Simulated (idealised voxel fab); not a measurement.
process module | voxel lift off
cross-section cut | 300 nm wide | cells 5 nm
A cross-section is a grid of square cells, given in bands from the top down. A band is one or more rows of cells.
Each band's line starts with the height of the band's top and of its bottom, in nm. Then come its materials from left to right, each with its width in nm. One material with "throughout" fills the band from edge to edge. "air" is empty space.
Height 0 is the level under which the wafer as received is all one material. The lowest band goes on downwards, as in "0 down".
A width such as "30 to 40" changes by the same amount from each row of cells to the next, from the band's top row to its bottom row.
"no change" after a step means that no cell of the cross-section changed.
closed voids: empty space of 8 cells or more with no open way to the top, each as width x height at its distance from the left edge, in nm
after a step's settings: what the simulator itself notes on the step
overlay nm, on a step with a mask: how far to the right of its planned place the mask lay; to the left if negative
plan
1 op RECEIVE | material Si
2 op CONFORMAL_DEP | material SiN | thk nm 10
3 op PATTERN | tone open | mask id LINES | material resist | width nm 25 | pitch nm 45 | thk nm 15 | overlay nm 0
4 op DIRECTIONAL_DEP | material Ru | thk nm 5
5 op STRIP | etch materials resist
6 op CONFORMAL_DEP | material SiCN | thk nm 5
first wafer, as planned
as received, after step 1
  0 down: Si throughout
  closed voids: none
after step 2
  10 to 0: SiN throughout
  below 0: unchanged
after step 3
  25 to 10: resist 70 | air 25 | resist 20 | air 25 | resist 20 | air 25 | resist 20 | air 25 | resist 70
  below 10: unchanged
after step 4
  30 to 25: Ru 70 | air 25 | Ru 20 | air 25 | Ru 20 | air 25 | Ru 20 | air 25 | Ru 70
  25 to 15: resist 70 | air 25 | resist 20 | air 25 | resist 20 | air 25 | resist 20 | air 25 | resist 70
  15 to 10: resist 70 | Ru 25 | resist 20 | Ru 25 | resist 20 | Ru 25 | resist 20 | Ru 25 | resist 70
  below 10: unchanged
after step 5
  15 to 10: air 70 | Ru 25 | air 20 | Ru 25 | air 20 | Ru 25 | air 20 | Ru 25 | air 70
  below 10: unchanged
after step 6
  20 to 15: air 65 | SiCN 35 | air 10 | SiCN 35 | air 10 | SiCN 35 | air 10 | SiCN 35 | air 65
  15 to 10: SiCN 70 | Ru 25 | SiCN 20 | Ru 25 | SiCN 20 | Ru 25 | SiCN 20 | Ru 25 | SiCN 70
  below 10: unchanged
second wafer: like start, like plan, one mistake. Through step 2 it matches the first wafer
when step 3 should have ended
  25 to 10: air 70 | resist 25 | air 20 | resist 25 | air 20 | resist 25 | air 20 | resist 25 | air 70
  below 10: unchanged
when step 4 should have ended
  30 to 25: air 70 | Ru 25 | air 20 | Ru 25 | air 20 | Ru 25 | air 20 | Ru 25 | air 70
  25 to 15: air 70 | resist 25 | air 20 | resist 25 | air 20 | resist 25 | air 20 | resist 25 | air 70
  15 to 10: Ru 70 | resist 25 | Ru 20 | resist 25 | Ru 20 | resist 25 | Ru 20 | resist 25 | Ru 70
  below 10: unchanged
when step 5 should have ended
  15 to 10: Ru 70 | air 25 | Ru 20 | air 25 | Ru 20 | air 25 | Ru 20 | air 25 | Ru 70
  below 10: unchanged
when step 6 should have ended
  20 to 15: SiCN 75 | air 15 | SiCN 30 | air 15 | SiCN 30 | air 15 | SiCN 30 | air 15 | SiCN 75
  15 to 10: Ru 70 | SiCN 25 | Ru 20 | SiCN 25 | Ru 20 | SiCN 25 | Ru 20 | SiCN 25 | Ru 70
  below 10: unchanged
what went wrong: step 3 ran as: op PATTERN | tone cover | mask id LINES | material resist | width nm 25 | pitch nm 45 | thk nm 15 | overlay nm 0
at the end the second wafer has, in cells: 20 more of Ru
